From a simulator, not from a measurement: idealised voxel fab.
process module | voxel double patterning
cross-section cut | 145 nm wide | cells 5 nm
A cross-section is a grid of square cells, given in bands from the top down. A band is one or more rows of cells.
Each band's line starts with the height of the band's top and of its bottom, in nm. Then come its materials from left to right, each with its width in nm. One material with "throughout" fills the band from edge to edge. "air" is empty space.
Height 0 is the level under which the wafer as received is all one material. The lowest band goes on downwards, as in "0 down".
A width such as "30 to 40" changes by the same amount from each row of cells to the next, from the band's top row to its bottom row.
"no change" after a step means that no cell of the cross-section changed.
closed voids: empty space of 8 cells or more with no open way to the top, each as width x height at its distance from the left edge, in nm
after a step's settings: what the simulator itself notes on the step
overlay nm, on a step with a mask: how far to the right of its planned place the mask lay; to the left if negative
plan
1 op RECEIVE | material Si
2 op CONFORMAL_DEP | material SiO2 | thk nm 10
3 op DIRECTIONAL_DEP | material W | thk nm 15
4 op DIRECTIONAL_DEP | material SiN | thk nm 5
5 op DIRECTIONAL_DEP | material aC | thk nm 15
6 op PATTERN | tone open | mask id FIRST | material resist | width nm 15 | pitch nm 50 | thk nm 30 | overlay nm 0
7 op DIRECTIONAL_ETCH | etch materials aC | depth nm 15
8 op STRIP | etch materials resist
9 op DIRECTIONAL_ETCH | etch materials SiN | depth nm 5
10 op STRIP | etch materials aC
11 op DIRECTIONAL_DEP | material aC | thk nm 15
12 op PATTERN | tone open | mask id SECOND | material resist | width nm 15 | thk nm 30 | overlay nm 0
13 op DIRECTIONAL_ETCH | etch materials aC | depth nm 15
14 op STRIP | etch materials resist
15 op DIRECTIONAL_ETCH | etch materials SiN | depth nm 5
16 op STRIP | etch materials aC
17 op DIRECTIONAL_ETCH | etch materials W | depth nm 15
18 op STRIP | etch materials SiN
as received, after step 1
  0 down: Si throughout
  closed voids: none
first wafer at the end, as planned
  25 to 10: W 40 | air 15 | W 10 | air 15 | W 10 | air 15 | W 40
  10 to 0: SiO2 throughout
  0 down: Si throughout
  closed voids: none
second wafer at the end: like start, like plan, one mistake
  25 to 10: air 65 | W 15 | air 65
  10 to 0: SiO2 throughout
  0 down: Si throughout
  closed voids: none
what went wrong: step 12 ran as: op PATTERN | tone cover | mask id SECOND | material resist | width nm 15 | thk nm 30 | overlay nm 0
at the end the second wafer has, in cells: 51 fewer of W
